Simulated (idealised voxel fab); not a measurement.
The following is a process module called voxel self aligned vias.
Cross-section cut spans 190 nm and uses square cells 5 nm in size.
A cross-section is written here as square cells arranged in a grid, and it is given in bands from the top down, each band taking up one or more rows of cells.
Top, bottom (nm), then materials left to right with widths (nm); lone material tagged "edge to edge" fills the whole band edge to edge; "blank" = empty space.
For the purposes of this specification, 0 denotes the height below which the wafer in its as-received condition is composed wholly of one material, and the lowermost band, lacking a lower limit, extends downward without end, as expressed in "0 down".
The width entry "30 to 40" should be interpreted row by row: the top row of cells in the band takes the first number, the bottom row takes the second number, and the change between adjacent rows is uniform throughout.
Any step labelled "remained unchanged" changed none of the cells in the cross-section.
Closed-off voids of 8+ cells (no open route to the top) go in "Cavities, sealed", written width x height at distance from the left edge, in nm.
Where a step's line continues beyond its settings, the continuation is a remark by the simulator itself on that step.
The "overlay nm" setting may appear on a step's line; for a step that uses a mask, it gives how far to the right of its planned position the mask lay, and a negative value indicates the left.

# Intended process steps
1. RECEIVE with material Si
2. CONFORMAL_DEP with material SiO2, thk nm 15
3. CONFORMAL_DEP with material SiCN, thk nm 5
4. DIRECTIONAL_DEP with material lowk, thk nm 20
5. MASKED_ETCH with tone open, mask id LINES, width nm 25, pitch nm 70, etch materials lowk, depth nm 20, overlay nm 0
6. CONFORMAL_DEP with material TiN, thk nm 5
7. FILL_DEP with material W, thk nm 5
8. CMP with height nm 40
9. SELECTIVE_ETCH with etch materials W Ru TiN, depth nm 5
10. FILL_DEP with material SiN, thk nm 10
11. CMP with height nm 40
12. DIRECTIONAL_DEP with material lowk, thk nm 15
13. DIRECTIONAL_DEP with material aC, thk nm 10
14. PATTERN with tone open, mask id VIAS, material resist, width nm 45, thk nm 25, overlay nm 0
15. DIRECTIONAL_ETCH with etch materials aC, depth nm 10
16. STRIP with etch materials resist
17. DIRECTIONAL_ETCH with etch materials lowk, depth nm 15
18. DIRECTIONAL_ETCH with etch materials SiN, depth nm 5
19. STRIP with etch materials aC
20. CONFORMAL_DEP with material TiN, thk nm 5
21. FILL_DEP with material Cu, thk nm 10
22. CMP with height nm 55
23. CONFORMAL_DEP with material SiN, thk nm 5

# Delivered wafer in cross-section: state after step 1
	0 down: Si edge to edge
	Cavities, sealed: none

# Cross-section, end of module. Start: as above. Plan: as above. Execution: one mistake
	60 to 55: SiN edge to edge
	55 to 45: lowk: 35 / TiN: 5 / Cu: 35 / TiN: 5 / lowk: 110
	45 to 40: lowk: 35 / TiN: 5 / Cu: 15 / TiN: 25 / lowk: 110
	40 to 35: lowk: 35 / TiN: 25 / lowk: 45 / SiN: 25 / lowk: 60
	35 to 25: lowk: 35 / TiN: 5 / W: 15 / TiN: 5 / lowk: 45 / TiN: 5 / W: 15 / TiN: 5 / lowk: 60
	25 to 20: lowk: 35 / TiN: 25 / lowk: 45 / TiN: 25 / lowk: 60
	20 to 15: SiCN edge to edge
	15 to 0: SiO2 edge to edge
	0 down: Si edge to edge
	Cavities, sealed: none
Finding, execution versus plan: heads up, step 5 didn't go per plan, it actually ran as MASKED_ETCH with tone open, mask id LINES, width nm 25, pitch nm 70, etch materials lowk, depth nm 20, overlay nm -10
